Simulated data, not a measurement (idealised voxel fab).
process module | voxel transistor to metal
cross-section cut | 190 nm wide | cells 5 nm
A cross-section is a grid of square cells, given in bands from the top down. A band is one or more rows of cells.
Each band's line starts with the height of the band's top and of its bottom, in nm. Then come its materials from left to right, each with its width in nm. One material with "throughout" fills the band from edge to edge. "air" is empty space.
Height 0 is the level under which the wafer as received is all one material. The lowest band goes on downwards, as in "0 down".
A width such as "30 to 40" changes by the same amount from each row of cells to the next, from the band's top row to its bottom row.
"no change" after a step means that no cell of the cross-section changed.
closed voids: empty space of 8 cells or more with no open way to the top, each as width x height at its distance from the left edge, in nm
after a step's settings: what the simulator itself notes on the step
overlay nm, on a step with a mask: how far to the right of its planned place the mask lay; to the left if negative
plan
1 op RECEIVE | material Si
2 op OXIDIZE | depth nm 5
3 op CONFORMAL_DEP | material SiN | thk nm 10
4 op MASKED_ETCH | tone cover | mask id ACTIVE | width nm 100 | etch materials SiN | depth nm 10 | overlay nm 0
5 op MASKED_ETCH | tone cover | mask id ACTIVE | width nm 100 | etch materials SiO2 | depth nm 5 | overlay nm 0
6 op MASKED_ETCH | tone cover | mask id ACTIVE | width nm 100 | etch materials Si | depth nm 35 | overlay nm 0
7 op OXIDIZE | depth nm 5
8 op FILL_DEP | material SiO2 | thk nm 15
9 op CMP | height nm 10
10 op SELECTIVE_ETCH | etch materials SiO2 | depth nm 5
11 op STRIP | etch materials SiN
12 op SELECTIVE_ETCH | etch materials SiO2 | depth nm 5
13 op OXIDIZE | depth nm 5
14 op DIRECTIONAL_DEP | material polySi | thk nm 20
15 op DIRECTIONAL_DEP | material SiCN | thk nm 10
16 op PATTERN | tone cover | mask id GATE | material resist | width nm 20 | thk nm 20 | overlay nm 0
17 op DIRECTIONAL_ETCH | etch materials SiCN | depth nm 20
18 op DIRECTIONAL_ETCH | etch materials polySi | depth nm 30
19 op STRIP | etch materials resist
20 op CONFORMAL_DEP | material SiO2 | thk nm 5
21 op DIRECTIONAL_ETCH | etch materials SiO2 | depth nm 5
22 op CONFORMAL_DEP | material SiN | thk nm 10
23 op DIRECTIONAL_ETCH | etch materials SiN | depth nm 10
24 op DIRECTIONAL_ETCH | etch materials SiO2 | depth nm 5
25 op DIRECTIONAL_ETCH | etch materials Si | depth nm 10
26 op EPI | material nSi | thk nm 15
27 op FILL_DEP | material SiO2 | thk nm 10
28 op CMP | height nm 25
29 op DIRECTIONAL_DEP | material SiO2 | thk nm 15
30 op PATTERN | tone open | mask id CONTACT | material resist | width nm 15 | pitch nm 75 | thk nm 20 | overlay nm 0
31 op DIRECTIONAL_ETCH | etch materials SiO2 | depth nm 35
32 op STRIP | etch materials resist
33 op CONFORMAL_DEP | material TiN | thk nm 5
34 op FILL_DEP | material Ru | thk nm 10
35 op CMP | height nm 40
36 op CONFORMAL_DEP | material SiCN | thk nm 5
37 op DIRECTIONAL_DEP | material lowk | thk nm 15
38 op PATTERN | tone open | mask id METAL_1 | material resist | width nm 15 | pitch nm 75 | thk nm 20 | overlay nm 0
39 op DIRECTIONAL_ETCH | etch materials lowk | depth nm 15
40 op DIRECTIONAL_ETCH | etch materials SiCN | depth nm 5
41 op STRIP | etch materials resist
42 op CONFORMAL_DEP | material TiN | thk nm 5
43 op FILL_DEP | material Ru | thk nm 5
44 op CMP | height nm 60
45 op CONFORMAL_DEP | material SiN | thk nm 5
as received, after step 1
  0 down: Si throughout
  closed voids: none
a wafer at the end: this start, this plan, one mistake
  65 to 60: SiN throughout
  60 to 45: lowk 50 | TiN 5 | Ru 10 | TiN 5 | lowk 55 | TiN 5 | Ru 10 | TiN 5 | lowk 45
  45 to 40: SiCN 50 | TiN 20 | SiCN 55 | TiN 20 | SiCN 45
  40 to 25: SiO2 50 | TiN 5 | Ru 5 | TiN 5 | SiO2 60 | TiN 5 | Ru 5 | TiN 5 | SiO2 50
  25 to 15: SiO2 50 | TiN 5 | Ru 5 | TiN 5 | SiO2 5 | SiN 10 | SiO2 5 | SiCN 20 | SiO2 5 | SiN 10 | SiO2 5 | TiN 5 | Ru 5 | TiN 5 | SiO2 50
  15 to 10: SiO2 50 | TiN 5 | Ru 5 | TiN 5 | SiO2 5 | SiN 10 | SiO2 5 | polySi 20 | SiO2 5 | SiN 10 | SiO2 5 | TiN 5 | Ru 5 | TiN 5 | SiO2 50
  10 to 5: SiO2 50 | TiN 15 | SiO2 5 | SiN 10 | SiO2 5 | polySi 20 | SiO2 5 | SiN 10 | SiO2 5 | TiN 15 | SiO2 50
  5 to 0: SiO2 50 | nSi 20 | SiN 10 | SiO2 5 | polySi 20 | SiO2 5 | SiN 10 | nSi 20 | SiO2 50
  0 to -5: SiO2 45 | SiN 10 | nSi 15 | SiN 10 | SiO2 5 | polySi 20 | SiO2 5 | SiN 10 | nSi 15 | SiN 10 | SiO2 45
  -5 to -10: SiO2 55 | nSi 15 | SiO2 50 | nSi 15 | SiO2 55
  -10 to -20: SiO2 50 | Si 5 | nSi 15 | Si 50 | nSi 15 | Si 5 | SiO2 50
  -20 to -45: SiO2 50 | Si 90 | SiO2 50
  -45 down: Si throughout
  closed voids: none
what went wrong: step 38 ran as: op PATTERN | tone open | mask id METAL_1 | material resist | width nm 20 | pitch nm 75 | thk nm 20 | overlay nm 0
